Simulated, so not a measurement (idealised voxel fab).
process module | voxel spacer lines
cross-section cut | 255 nm wide | cells 5 nm
A cross-section is a grid of square cells, given in bands from the top down. A band is one or more rows of cells.
Each band's line starts with the height of the band's top and of its bottom, in nm. Then come its materials from left to right, each with its width in nm. One material with "throughout" fills the band from edge to edge. "air" is empty space.
Height 0 is the level under which the wafer as received is all one material. The lowest band goes on downwards, as in "0 down".
A width such as "30 to 40" changes by the same amount from each row of cells to the next, from the band's top row to its bottom row.
"no change" after a step means that no cell of the cross-section changed.
closed voids: empty space of 8 cells or more with no open way to the top, each as width x height at its distance from the left edge, in nm
after a step's settings: what the simulator itself notes on the step
overlay nm, on a step with a mask: how far to the right of its planned place the mask lay; to the left if negative
plan
1 op RECEIVE | material Si
2 op CONFORMAL_DEP | material Al2O3 | thk nm 5
3 op DIRECTIONAL_DEP | material SiN | thk nm 10
4 op DIRECTIONAL_DEP | material aC | thk nm 25
5 op PATTERN | tone cover | mask id MANDREL | material resist | width nm 20 | pitch nm 60 | thk nm 35 | overlay nm 0
6 op DIRECTIONAL_ETCH | etch materials aC | depth nm 25
7 op STRIP | etch materials resist
8 op CONFORMAL_DEP | material SiO2 | thk nm 10
9 op DIRECTIONAL_ETCH | etch materials SiO2 | depth nm 10
10 op STRIP | etch materials aC
11 op DIRECTIONAL_ETCH | etch materials SiN | depth nm 10
12 op STRIP | etch materials SiO2
13 op FILL_DEP | material SiO2 | thk nm 10
14 op CMP | height nm 15
as received, after step 1
  0 down: Si throughout
  closed voids: none
first wafer at the end, as planned
  15 to 5: SiO2 45 | SiN 10 | SiO2 20 | SiN 10 | SiO2 20 | SiN 10 | SiO2 20 | SiN 10 | SiO2 20 | SiN 10 | SiO2 20 | SiN 10 | SiO2 50
  5 to 0: Al2O3 throughout
  0 down: Si throughout
  closed voids: none
second wafer at the end: like start, like plan, one mistake
  15 to 5: aC 45 | SiN 10 | aC 20 | SiN 10 | aC 20 | SiN 10 | aC 20 | SiN 10 | aC 20 | SiN 10 | aC 20 | SiN 10 | aC 50
  5 to 0: Al2O3 throughout
  0 down: Si throughout
  closed voids: none
what went wrong: step 13 ran as: op FILL_DEP | material aC | thk nm 10
at the end the second wafer has, in cells: 78 fewer of SiO2 | 78 more of aC
